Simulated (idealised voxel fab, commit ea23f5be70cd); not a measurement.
Process module name: voxel transistor to metal
This is section cut - it's 285 nm across, gridded in 5 nm square cells.
Cross-section spec: square-cell grid; bands listed top down; each band is one or more rows.
Band: top and bottom heights (nm) first, top before bottom; then materials from left to right, widths in nm. "all across" marks a sole material filling the band edge to edge. "air" denotes empty space.
A quick word on heights: they are counted from 0, and under that level the wafer as it came to us is one material throughout. The lowest band is different from the rest in having no bottom; it simply continues downward, written as in "from 0 down".
With a width like "30 to 40", each row of cells in the band differs from the next by the same amount, the top row carrying the first number and the bottom row the second.
You'll sometimes find "nothing was modified" written for a step, and that's the way of saying that nowhere in the cross-section did a cell change during that step.
Empty spaces counting at least 8 cells and having no open way to the top are listed in "Closed void inventory". The notation width x height at distance is used for each, the distance being from the left edge and all three values in nm.
Post-settings text on a step line: simulator's own remark regarding the step.
overlay nm: on a step with a mask, how far right of its planned place the mask lay; negative means left.
These are the steps we planned for the process
1 op RECEIVE | material Si
2 op OXIDIZE | depth nm 5
3 op CONFORMAL_DEP | material SiN | thk nm 10
4 op DIRECTIONAL_DEP | material aC | thk nm 10
5 op PATTERN | tone cover | mask id ACTIVE | material resist | width nm 95 | pitch nm 115 | thk nm 30 | overlay nm 0
6 op DIRECTIONAL_ETCH | etch materials aC | depth nm 10
7 op STRIP | etch materials resist
8 op DIRECTIONAL_ETCH | etch materials SiN | depth nm 10
9 op DIRECTIONAL_ETCH | etch materials SiO2 | depth nm 5
10 op DIRECTIONAL_ETCH | etch materials Si | depth nm 30
11 op STRIP | etch materials aC
12 op FILL_DEP | material SiO2 | thk nm 10
13 op CMP | height nm 10
14 op SELECTIVE_ETCH | etch materials SiO2 | depth nm 10
15 op STRIP | etch materials SiN
16 op SELECTIVE_ETCH | etch materials SiO2 | depth nm 5
17 op OXIDIZE | depth nm 5
18 op DIRECTIONAL_DEP | material polySi | thk nm 25
19 op DIRECTIONAL_DEP | material SiCN | thk nm 10
20 op DIRECTIONAL_DEP | material aC | thk nm 15
21 op PATTERN | tone cover | mask id GATE | material resist | width nm 15 | pitch nm 115 | thk nm 30 | overlay nm 0
22 op DIRECTIONAL_ETCH | etch materials aC | depth nm 15
23 op STRIP | etch materials resist
24 op DIRECTIONAL_ETCH | etch materials SiCN | depth nm 20
25 op DIRECTIONAL_ETCH | etch materials polySi | depth nm 35
26 op STRIP | etch materials aC
27 op CONFORMAL_DEP | material SiO2 | thk nm 5
28 op DIRECTIONAL_ETCH | etch materials SiO2 | depth nm 5
29 op CONFORMAL_DEP | material SiN | thk nm 10
30 op DIRECTIONAL_ETCH | etch materials SiN | depth nm 10
31 op DIRECTIONAL_ETCH | etch materials SiO2 | depth nm 5
32 op EPI | material nSi | thk nm 5
33 op FILL_DEP | material SiO2 | thk nm 10
34 op CMP | height nm 30
35 op DIRECTIONAL_DEP | material SiO2 | thk nm 10
36 op DIRECTIONAL_DEP | material aC | thk nm 10
37 op PATTERN | tone open | mask id CONTACT | material resist | width nm 25 | thk nm 25 | overlay nm 0
38 op DIRECTIONAL_ETCH | etch materials aC | depth nm 10
39 op STRIP | etch materials resist
40 op DIRECTIONAL_ETCH | etch materials SiO2 | depth nm 45
41 op STRIP | etch materials aC
42 op CONFORMAL_DEP | material TiN | thk nm 5
43 op FILL_DEP | material W | thk nm 10
44 op CMP | height nm 40
45 op CONFORMAL_DEP | material SiN | thk nm 5
46 op DIRECTIONAL_DEP | material lowk | thk nm 25
47 op PATTERN | tone open | mask id METAL_1 | material resist | width nm 15 | thk nm 20 | overlay nm 0
48 op DIRECTIONAL_ETCH | etch materials lowk | depth nm 25
49 op DIRECTIONAL_ETCH | etch materials SiN | depth nm 5
50 op STRIP | etch materials resist
51 op CONFORMAL_DEP | material TiN | thk nm 5
52 op FILL_DEP | material Cu | thk nm 10
53 op CMP | height nm 70
54 op CONFORMAL_DEP | material SiN | thk nm 5
Delivered wafer in cross-section: state after step 1
from 0 down  Si all across
Closed void inventory: none
First of two wafers at the end of the module, shown in cross-section; run carried out as planned
from 75 to 70  SiN all across
from 70 to 45  lowk: 45 | TiN: 5 | Cu: 5 | TiN: 5 | lowk: 45 | TiN: 5 | Cu: 5 | TiN: 5 | lowk: 40 | TiN: 5 | Cu: 5 | TiN: 5 | lowk: 45 | TiN: 5 | Cu: 5 | TiN: 5 | lowk: 50
from 45 to 40  SiN: 45 | TiN: 15 | SiN: 45 | TiN: 15 | SiN: 40 | TiN: 15 | SiN: 45 | TiN: 15 | SiN: 50
from 40 to 30  SiO2: 45 | TiN: 5 | W: 15 to 5 | TiN: 5 to 15 | SiO2: 25 | TiN: 5 to 15 | W: 15 to 5 | TiN: 5 | SiO2: 40 | TiN: 5 | W: 15 to 5 | TiN: 5 to 15 | SiO2: 25 | TiN: 5 to 15 | W: 15 to 5 | TiN: 5 | SiO2: 50
from 30 to 20  SiO2: 45 | TiN: 5 | W: 5 | TiN: 5 | SiN: 10 | SiO2: 5 | SiCN: 15 | SiO2: 5 | SiN: 10 | TiN: 5 | W: 5 | TiN: 5 | SiO2: 40 | TiN: 5 | W: 5 | TiN: 5 | SiN: 10 | SiO2: 5 | SiCN: 15 | SiO2: 5 | SiN: 10 | TiN: 5 | W: 5 | TiN: 5 | SiO2: 50
from 20 to 0  SiO2: 45 | TiN: 5 | W: 5 | TiN: 5 | SiN: 10 | SiO2: 5 | polySi: 15 | SiO2: 5 | SiN: 10 | TiN: 5 | W: 5 | TiN: 5 | SiO2: 40 | TiN: 5 | W: 5 | TiN: 5 | SiN: 10 | SiO2: 5 | polySi: 15 | SiO2: 5 | SiN: 10 | TiN: 5 | W: 5 | TiN: 5 | SiO2: 50
from 0 to -5  SiO2: 45 | TiN: 15 | SiN: 10 | SiO2: 5 | polySi: 15 | SiO2: 5 | SiN: 10 | TiN: 15 | SiO2: 40 | TiN: 15 | SiN: 10 | SiO2: 5 | polySi: 15 | SiO2: 5 | SiN: 10 | TiN: 15 | SiO2: 50
from -5 to -10  SiO2: 30 | nSi: 30 | SiO2: 45 | nSi: 30 | SiO2: 10 | nSi: 30 | SiO2: 45 | nSi: 30 | SiO2: 35
from -10 to -35  SiO2: 35 | Si: 95 | SiO2: 20 | Si: 95 | SiO2: 40
from -35 down  Si all across
Closed void inventory: none
Cross-section at end of module for the second wafer of two, which matched the first in starting point and plan and differed by one mistake in its processing
from 75 to 70  SiN all across
from 70 to 45  lowk: 45 | TiN: 5 | Cu: 5 | TiN: 5 | lowk: 45 | TiN: 5 | Cu: 5 | TiN: 5 | lowk: 40 | TiN: 5 | Cu: 5 | TiN: 5 | lowk: 45 | TiN: 5 | Cu: 5 | TiN: 5 | lowk: 50
from 45 to 40  SiN: 45 | TiN: 15 | SiN: 45 | TiN: 15 | SiN: 40 | TiN: 15 | SiN: 45 | TiN: 15 | SiN: 50
from 40 to 30  SiO2: 45 | TiN: 5 | W: 15 to 5 | TiN: 5 to 15 | SiO2: 25 | TiN: 5 to 15 | W: 15 to 5 | TiN: 5 | SiO2: 40 | TiN: 5 | W: 15 to 5 | TiN: 5 to 15 | SiO2: 25 | TiN: 5 to 15 | W: 15 to 5 | TiN: 5 | SiO2: 50
from 30 to 25  SiO2: 45 | TiN: 5 | W: 5 | TiN: 5 | SiN: 10 | SiO2: 25 | SiN: 10 | TiN: 5 | W: 5 | TiN: 5 | SiO2: 40 | TiN: 5 | W: 5 | TiN: 5 | SiN: 10 | SiO2: 25 | SiN: 10 | TiN: 5 | W: 5 | TiN: 5 | SiO2: 50
from 25 to 20  SiO2: 45 | TiN: 5 | W: 5 | TiN: 5 | SiN: 10 | SiO2: 5 | SiCN: 15 | SiO2: 5 | SiN: 10 | TiN: 5 | W: 5 | TiN: 5 | SiO2: 40 | TiN: 5 | W: 5 | TiN: 5 | SiN: 10 | SiO2: 5 | SiCN: 15 | SiO2: 5 | SiN: 10 | TiN: 5 | W: 5 | TiN: 5 | SiO2: 50
from 20 to 0  SiO2: 45 | TiN: 5 | W: 5 | TiN: 5 | SiN: 10 | SiO2: 5 | polySi: 15 | SiO2: 5 | SiN: 10 | TiN: 5 | W: 5 | TiN: 5 | SiO2: 40 | TiN: 5 | W: 5 | TiN: 5 | SiN: 10 | SiO2: 5 | polySi: 15 | SiO2: 5 | SiN: 10 | TiN: 5 | W: 5 | TiN: 5 | SiO2: 50
from 0 to -5  SiO2: 45 | TiN: 15 | SiN: 10 | SiO2: 5 | polySi: 15 | SiO2: 5 | SiN: 10 | TiN: 15 | SiO2: 40 | TiN: 15 | SiN: 10 | SiO2: 5 | polySi: 15 | SiO2: 5 | SiN: 10 | TiN: 15 | SiO2: 50
from -5 to -10  SiO2 all across
from -10 to -35  SiO2: 35 | Si: 95 | SiO2: 20 | Si: 95 | SiO2: 40
from -35 down  Si all across
Closed void inventory: none
In executing the process, a mistake was made relative to the plan: for step 31, the planned setting was not used; the step was instead run as op DIRECTIONAL_ETCH | etch materials SiCN | depth nm 5
End check, counted in cells, second wafer has more or fewer of these materials than the first: SiCN -6 | SiO2 +30 | nSi -24
